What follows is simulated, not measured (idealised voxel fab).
process module | voxel transistor to metal
cross-section cut | 205 nm wide | cells 5 nm
A cross-section is a grid of square cells, given in bands from the top down. A band is one or more rows of cells.
Each band's line starts with the height of the band's top and of its bottom, in nm. Then come its materials from left to right, each with its width in nm. One material with "throughout" fills the band from edge to edge. "air" is empty space.
Height 0 is the level under which the wafer as received is all one material. The lowest band goes on downwards, as in "0 down".
A width such as "30 to 40" changes by the same amount from each row of cells to the next, from the band's top row to its bottom row.
"no change" after a step means that no cell of the cross-section changed.
closed voids: empty space of 8 cells or more with no open way to the top, each as width x height at its distance from the left edge, in nm
after a step's settings: what the simulator itself notes on the step
overlay nm, on a step with a mask: how far to the right of its planned place the mask lay; to the left if negative
plan
1 op RECEIVE | material Si
2 op CONFORMAL_DEP | material SiO2 | thk nm 5
3 op CONFORMAL_DEP | material SiN | thk nm 15
4 op MASKED_ETCH | tone cover | mask id ACTIVE | width nm 115 | etch materials SiN | depth nm 15 | overlay nm 0
5 op MASKED_ETCH | tone cover | mask id ACTIVE | width nm 115 | etch materials SiO2 | depth nm 5 | overlay nm 0
6 op MASKED_ETCH | tone cover | mask id ACTIVE | width nm 115 | etch materials Si | depth nm 30 | overlay nm 0
7 op OXIDIZE | depth nm 5
8 op FILL_DEP | material SiO2 | thk nm 15
9 op CMP | height nm 20
10 op SELECTIVE_ETCH | etch materials SiO2 | depth nm 5
11 op STRIP | etch materials SiN
12 op SELECTIVE_ETCH | etch materials SiO2 | depth nm 5
13 op OXIDIZE | depth nm 5
14 op DIRECTIONAL_DEP | material polySi | thk nm 30
15 op DIRECTIONAL_DEP | material SiCN | thk nm 10
16 op MASKED_ETCH | tone cover | mask id GATE | width nm 25 | etch materials SiCN | depth nm 20 | overlay nm 0
17 op MASKED_ETCH | tone cover | mask id GATE | width nm 25 | etch materials polySi | depth nm 40 | overlay nm 0
18 op CONFORMAL_DEP | material SiN | thk nm 10
19 op DIRECTIONAL_ETCH | etch materials SiN | depth nm 10
20 op DIRECTIONAL_ETCH | etch materials SiO2 | depth nm 5
21 op DIRECTIONAL_ETCH | etch materials Si | depth nm 5
22 op EPI | material SiGe | thk nm 5
23 op FILL_DEP | material SiO2 | thk nm 5
24 op CMP | height nm 40
25 op DIRECTIONAL_DEP | material SiO2 | thk nm 15
26 op DIRECTIONAL_DEP | material aC | thk nm 10
27 op PATTERN | tone open | mask id CONTACT | material resist | width nm 20 | pitch nm 85 | thk nm 30 | overlay nm 0
28 op DIRECTIONAL_ETCH | etch materials aC | depth nm 10
29 op STRIP | etch materials resist
30 op DIRECTIONAL_ETCH | etch materials SiO2 | depth nm 60
31 op STRIP | etch materials aC
32 op CONFORMAL_DEP | material TiN | thk nm 5
33 op FILL_DEP | material W | thk nm 5
34 op CMP | height nm 55
35 op DIRECTIONAL_DEP | material TiN | thk nm 5
36 op DIRECTIONAL_DEP | material W | thk nm 25
37 op MASKED_ETCH | tone cover | mask id METAL_1 | width nm 20 | pitch nm 85 | etch materials W | depth nm 25 | overlay nm -15
38 op MASKED_ETCH | tone cover | mask id METAL_1 | width nm 20 | pitch nm 85 | etch materials TiN | depth nm 5 | overlay nm 0
39 op FILL_DEP | material lowk | thk nm 10
40 op CMP | height nm 85
41 op CONFORMAL_DEP | material SiCN | thk nm 5
42 op DIRECTIONAL_DEP | material SiO2 | thk nm 25
43 op DIRECTIONAL_DEP | material aC | thk nm 15
44 op PATTERN | tone open | mask id METAL_2 | material resist | width nm 20 | pitch nm 85 | thk nm 30 | overlay nm 0
45 op DIRECTIONAL_ETCH | etch materials aC | depth nm 15
46 op STRIP | etch materials resist
47 op DIRECTIONAL_ETCH | etch materials SiO2 | depth nm 15
48 op STRIP | etch materials aC
49 op DIRECTIONAL_DEP | material aC | thk nm 15
50 op PATTERN | tone open | mask id METAL_2_HOLES | material resist | width nm 15 | pitch nm 85 | thk nm 30 | overlay nm 0
51 op DIRECTIONAL_ETCH | etch materials aC | depth nm 15
52 op STRIP | etch materials resist
53 op DIRECTIONAL_ETCH | etch materials SiO2 | depth nm 10
54 op DIRECTIONAL_ETCH | etch materials SiCN | depth nm 5
55 op STRIP | etch materials aC
56 op CONFORMAL_DEP | material TiN | thk nm 5
57 op FILL_DEP | material Ru | thk nm 10
58 op CMP | height nm 115
59 op CONFORMAL_DEP | material SiCN | thk nm 5
varied across the wafers: overlay nm of step 37. The plan shows the first wafer's value. All wafers start alike
first wafer as received, after step 1
  0 down: Si throughout
  closed voids: none
first wafer at the end, after step 59
  120 to 115: SiCN throughout
  115 to 105: SiO2 50 | TiN 5 | Ru 10 | TiN 5 | SiO2 65 | TiN 5 | Ru 10 | TiN 5 | SiO2 50
  105 to 100: SiO2 50 | TiN 5 | Ru 5 | TiN 10 | SiO2 65 | TiN 5 | Ru 5 | TiN 10 | SiO2 50
  100 to 90: SiO2 50 | TiN 5 | Ru 5 | TiN 5 | SiO2 70 | TiN 5 | Ru 5 | TiN 5 | SiO2 55
  90 to 85: SiCN 50 | TiN 15 | SiCN 70 | TiN 15 | SiCN 55
  85 to 60: lowk 35 | W 20 | lowk 65 | W 20 | lowk 65
  60 to 55: lowk 35 | TiN 35 | lowk 50 | TiN 35 | lowk 50
  55 to 40: SiO2 50 | TiN 5 | W 10 | TiN 5 | SiO2 65 | TiN 5 | W 10 | TiN 5 | SiO2 50
  40 to 30: SiO2 50 | TiN 5 | W 10 | TiN 5 | SiO2 10 | SiN 10 | SiCN 25 | SiN 10 | SiO2 10 | TiN 5 | W 10 | TiN 5 | SiO2 50
  30 to 10: SiO2 50 | TiN 5 | W 10 | TiN 5 | SiO2 10 | SiN 10 | polySi 25 | SiN 10 | SiO2 10 | TiN 5 | W 10 | TiN 5 | SiO2 50
  10 to 0: SiO2 40 | SiN 10 | TiN 5 | W 10 | TiN 5 | SiO2 10 | SiN 10 | polySi 25 | SiN 10 | SiO2 10 | TiN 5 | W 10 | TiN 5 | SiN 10 | SiO2 40
  0 to -5: SiO2 50 | TiN 20 | SiO2 5 | SiGe 5 | SiO2 45 | SiGe 5 | SiO2 5 | TiN 20 | SiO2 50
  -5 to -10: SiO2 50 | SiGe 30 | Si 45 | SiGe 30 | SiO2 50
  -10 to -35: SiO2 50 | Si 105 | SiO2 50
  -35 down: Si throughout
  closed voids: none
last wafer at the end
  120 to 115: SiCN throughout
  115 to 105: SiO2 50 | TiN 5 | Ru 10 | TiN 5 | SiO2 65 | TiN 5 | Ru 10 | TiN 5 | SiO2 50
  105 to 100: SiO2 50 | TiN 5 | Ru 5 | TiN 10 | SiO2 65 | TiN 5 | Ru 5 | TiN 10 | SiO2 50
  100 to 90: SiO2 50 | TiN 5 | Ru 5 | TiN 5 | SiO2 70 | TiN 5 | Ru 5 | TiN 5 | SiO2 55
  90 to 85: SiCN 50 | TiN 15 | SiCN 70 | TiN 15 | SiCN 55
  85 to 60: lowk 65 | W 20 | lowk 65 | W 20 | lowk 35
  60 to 55: lowk 50 | TiN 35 | lowk 50 | TiN 35 | lowk 35
  55 to 40: SiO2 50 | TiN 5 | W 10 | TiN 5 | SiO2 65 | TiN 5 | W 10 | TiN 5 | SiO2 50
  40 to 30: SiO2 50 | TiN 5 | W 10 | TiN 5 | SiO2 10 | SiN 10 | SiCN 25 | SiN 10 | SiO2 10 | TiN 5 | W 10 | TiN 5 | SiO2 50
  30 to 10: SiO2 50 | TiN 5 | W 10 | TiN 5 | SiO2 10 | SiN 10 | polySi 25 | SiN 10 | SiO2 10 | TiN 5 | W 10 | TiN 5 | SiO2 50
  10 to 0: SiO2 40 | SiN 10 | TiN 5 | W 10 | TiN 5 | SiO2 10 | SiN 10 | polySi 25 | SiN 10 | SiO2 10 | TiN 5 | W 10 | TiN 5 | SiN 10 | SiO2 40
  0 to -5: SiO2 50 | TiN 20 | SiO2 5 | SiGe 5 | SiO2 45 | SiGe 5 | SiO2 5 | TiN 20 | SiO2 50
  -5 to -10: SiO2 50 | SiGe 30 | Si 45 | SiGe 30 | SiO2 50
  -10 to -35: SiO2 50 | Si 105 | SiO2 50
  -35 down: Si throughout
  closed voids: none
each wafer at the end: cells of each material gained (+) or lost (-) since it was received, then its closed voids
overlay nm -15 | +14 Ru | -173 Si | +86 SiCN | +14 SiGe | +40 SiN | +603 SiO2 | +94 TiN | +84 W | +192 lowk | +30 polySi | closed voids: none
overlay nm -10 | +14 Ru | -173 Si | +86 SiCN | +14 SiGe | +40 SiN | +603 SiO2 | +92 TiN | +84 W | +194 lowk | +30 polySi | closed voids: none
overlay nm -5 | +14 Ru | -173 Si | +86 SiCN | +14 SiGe | +40 SiN | +603 SiO2 | +90 TiN | +84 W | +196 lowk | +30 polySi | closed voids: none
overlay nm 0 | +14 Ru | -173 Si | +86 SiCN | +14 SiGe | +40 SiN | +603 SiO2 | +88 TiN | +84 W | +198 lowk | +30 polySi | closed voids: none
overlay nm 5 | +14 Ru | -173 Si | +86 SiCN | +14 SiGe | +40 SiN | +603 SiO2 | +90 TiN | +84 W | +196 lowk | +30 polySi | closed voids: none
overlay nm 10 | +14 Ru | -173 Si | +86 SiCN | +14 SiGe | +40 SiN | +603 SiO2 | +92 TiN | +84 W | +194 lowk | +30 polySi | closed voids: none
overlay nm 15 | +14 Ru | -173 Si | +86 SiCN | +14 SiGe | +40 SiN | +603 SiO2 | +94 TiN | +84 W | +192 lowk | +30 polySi | closed voids: none
